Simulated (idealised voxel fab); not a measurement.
process module | voxel gate over fins
cross-section cut | 260 nm wide | cells 5 nm
A cross-section is a grid of square cells, given in bands from the top down. A band is one or more rows of cells.
Each band's line starts with the height of the band's top and of its bottom, in nm. Then come its materials from left to right, each with its width in nm. One material with "throughout" fills the band from edge to edge. "air" is empty space.
Height 0 is the level under which the wafer as received is all one material. The lowest band goes on downwards, as in "0 down".
A width such as "30 to 40" changes by the same amount from each row of cells to the next, from the band's top row to its bottom row.
"no change" after a step means that no cell of the cross-section changed.
closed voids: empty space of 8 cells or more with no open way to the top, each as width x height at its distance from the left edge, in nm
after a step's settings: what the simulator itself notes on the step
overlay nm, on a step with a mask: how far to the right of its planned place the mask lay; to the left if negative
plan
1 op RECEIVE | material Si
2 op CONFORMAL_DEP | material SiN | thk nm 5
3 op MASKED_ETCH | tone cover | mask id FINS | width nm 15 | pitch nm 35 | etch materials SiN | depth nm 5 | overlay nm 0
4 op MASKED_ETCH | tone cover | mask id FINS | width nm 15 | pitch nm 35 | etch materials Si | depth nm 35 | overlay nm 0
5 op OXIDIZE | depth nm 5
6 op FILL_DEP | material SiO2 | thk nm 15
7 op CMP | height nm 5
8 op SELECTIVE_ETCH | etch materials SiO2 | depth nm 20
9 op STRIP | etch materials SiN
10 op CONFORMAL_DEP | material HfO2 | thk nm 5
11 op CONFORMAL_DEP | material TiN | thk nm 5
12 op CONFORMAL_DEP | material TiAl | thk nm 5
13 op CONFORMAL_DEP | material TiN | thk nm 5
14 op FILL_DEP | material W | thk nm 15
15 op CMP | height nm 30
16 op CONFORMAL_DEP | material SiN | thk nm 10
as received, after step 1
  0 down: Si throughout
  closed voids: none
first wafer at the end, as planned
  40 to 30: SiN throughout
  30 to 20: W throughout
  20 to 15: W 90 | TiN 80 | W 90
  15 to 10: W 90 | TiN 5 | TiAl 70 | TiN 5 | W 90
  10 to 5: W 90 | TiN 5 | TiAl 5 | TiN 25 | TiAl 10 | TiN 25 | TiAl 5 | TiN 5 | W 90
  5 to 0: TiN 95 | TiAl 5 | TiN 5 | HfO2 15 | TiN 5 | TiAl 10 | TiN 5 | HfO2 15 | TiN 5 | TiAl 5 | TiN 95
  0 to -5: TiAl 100 | TiN 5 | HfO2 5 | Si 5 | HfO2 5 | TiN 5 | TiAl 10 | TiN 5 | HfO2 5 | Si 5 | HfO2 5 | TiN 5 | TiAl 100
  -5 to -10: TiN 105 | HfO2 5 | Si 5 | HfO2 5 | TiN 20 | HfO2 5 | Si 5 | HfO2 5 | TiN 105
  -10 to -15: HfO2 110 | Si 5 | HfO2 30 | Si 5 | HfO2 110
  -15 to -40: SiO2 110 | Si 5 | SiO2 30 | Si 5 | SiO2 110
  -40 down: Si throughout
  closed voids: none
second wafer at the end: like start, like plan, one mistake
  40 to 30: SiN throughout
  30 to 20: W throughout
  20 to 15: TiN throughout
  15 to 10: TiAl throughout
  10 to 5: TiN 110 | TiAl 5 | TiN 30 | TiAl 5 | TiN 110
  5 to 0: HfO2 105 | TiN 15 | HfO2 20 | TiN 15 | HfO2 105
  0 to -5: Si 100 | HfO2 25 | Si 10 | HfO2 25 | Si 100
  -5 down: Si throughout
  closed voids: none
what went wrong: step 3 ran as: op MASKED_ETCH | tone open | mask id FINS | width nm 15 | pitch nm 35 | etch materials SiN | depth nm 5 | overlay nm 0
at the end the second wafer has, in cells: 8 fewer of HfO2 | 390 more of Si | 250 fewer of SiO2 | 10 fewer of TiAl | 14 fewer of TiN | 108 fewer of W
